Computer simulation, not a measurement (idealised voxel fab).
process module | voxel transistor to metal
cross-section cut | 205 nm wide | cells 5 nm
A cross-section is a grid of square cells, given in bands from the top down. A band is one or more rows of cells.
Each band's line starts with the height of the band's top and of its bottom, in nm. Then come its materials from left to right, each with its width in nm. One material with "throughout" fills the band from edge to edge. "air" is empty space.
Height 0 is the level under which the wafer as received is all one material. The lowest band goes on downwards, as in "0 down".
A width such as "30 to 40" changes by the same amount from each row of cells to the next, from the band's top row to its bottom row.
"no change" after a step means that no cell of the cross-section changed.
closed voids: empty space of 8 cells or more with no open way to the top, each as width x height at its distance from the left edge, in nm
after a step's settings: what the simulator itself notes on the step
overlay nm, on a step with a mask: how far to the right of its planned place the mask lay; to the left if negative
plan
1 op RECEIVE | material Si
2 op CONFORMAL_DEP | material SiO2 | thk nm 5
3 op CONFORMAL_DEP | material SiN | thk nm 15
4 op MASKED_ETCH | tone cover | mask id ACTIVE | width nm 90 | etch materials SiN | depth nm 15 | overlay nm 0
5 op MASKED_ETCH | tone cover | mask id ACTIVE | width nm 90 | etch materials SiO2 | depth nm 5 | overlay nm 0
6 op MASKED_ETCH | tone cover | mask id ACTIVE | width nm 90 | etch materials Si | depth nm 35 | overlay nm 0
7 op OXIDIZE | depth nm 5
8 op FILL_DEP | material SiO2 | thk nm 5
9 op CMP | height nm 20
10 op SELECTIVE_ETCH | etch materials SiO2 | depth nm 5
11 op STRIP | etch materials SiN
12 op SELECTIVE_ETCH | etch materials SiO2 | depth nm 5
13 op OXIDIZE | depth nm 5
14 op DIRECTIONAL_DEP | material polySi | thk nm 20
15 op DIRECTIONAL_DEP | material SiCN | thk nm 10
16 op DIRECTIONAL_DEP | material aC | thk nm 10
17 op PATTERN | tone cover | mask id GATE | material resist | width nm 20 | thk nm 30 | overlay nm 0
18 op DIRECTIONAL_ETCH | etch materials aC | depth nm 10
19 op STRIP | etch materials resist
20 op DIRECTIONAL_ETCH | etch materials SiCN | depth nm 20
21 op DIRECTIONAL_ETCH | etch materials polySi | depth nm 30
22 op STRIP | etch materials aC
23 op CONFORMAL_DEP | material SiN | thk nm 10
24 op DIRECTIONAL_ETCH | etch materials SiN | depth nm 10
25 op DIRECTIONAL_ETCH | etch materials SiO2 | depth nm 5
26 op DIRECTIONAL_ETCH | etch materials Si | depth nm 5
27 op EPI | material pSi | thk nm 10
28 op FILL_DEP | material SiO2 | thk nm 5
29 op CMP | height nm 30
30 op DIRECTIONAL_DEP | material SiO2 | thk nm 15
31 op MASKED_ETCH | tone open | mask id CONTACT | width nm 15 | pitch nm 65 | etch materials SiO2 | depth nm 45 | overlay nm 0
32 op CONFORMAL_DEP | material TiN | thk nm 5
33 op FILL_DEP | material W | thk nm 10
34 op CMP | height nm 45
35 op CONFORMAL_DEP | material SiCN | thk nm 5
36 op DIRECTIONAL_DEP | material lowk | thk nm 15
37 op MASKED_ETCH | tone open | mask id METAL_1 | width nm 15 | pitch nm 65 | etch materials lowk | depth nm 15 | overlay nm 0
38 op MASKED_ETCH | tone open | mask id METAL_1 | width nm 15 | pitch nm 65 | etch materials SiCN | depth nm 5 | overlay nm 0
39 op CONFORMAL_DEP | material TiN | thk nm 5
40 op FILL_DEP | material Ru | thk nm 10
41 op CMP | height nm 65
42 op CONFORMAL_DEP | material SiN | thk nm 5
as received, after step 1
  0 down: Si throughout
  closed voids: none
a wafer at the end: this start, this plan, one mistake
  70 to 65: SiN throughout
  65 to 50: lowk 60 | TiN 5 | Ru 5 | TiN 5 | lowk 50 | TiN 5 | Ru 5 | TiN 5 | lowk 65
  50 to 45: SiCN 60 | TiN 15 | SiCN 50 | TiN 15 | SiCN 65
  45 to 30: SiO2 60 | TiN 5 | W 5 | TiN 5 | SiO2 50 | TiN 5 | W 5 | TiN 5 | SiO2 65
  30 to 20: SiO2 60 | TiN 5 | W 5 | TiN 5 | SiO2 5 | SiN 10 | SiCN 20 | SiN 10 | SiO2 5 | TiN 5 | W 5 | TiN 5 | SiO2 65
  20 to 10: SiO2 60 | TiN 5 | W 5 | TiN 5 | SiO2 5 | SiN 10 | polySi 20 | SiN 10 | SiO2 5 | TiN 5 | W 5 | TiN 5 | SiO2 65
  10 to 5: SiO2 50 | SiN 10 | TiN 15 | SiO2 5 | SiN 10 | polySi 20 | SiN 10 | SiO2 5 | TiN 15 | SiN 10 | SiO2 55
  5 to 0: SiO2 50 | SiN 10 | TiN 10 | pSi 10 | SiN 10 | polySi 20 | SiN 10 | pSi 10 | TiN 10 | SiN 10 | SiO2 55
  0 to -5: SiO2 50 | SiN 10 | pSi 20 | SiO2 40 | pSi 20 | SiN 10 | SiO2 55
  -5 to -10: SiO2 65 | pSi 15 | Si 40 | pSi 15 | SiO2 70
  -10 to -40: SiO2 60 | Si 80 | SiO2 65
  -40 down: Si throughout
  closed voids: none
what went wrong: step 2 was left out
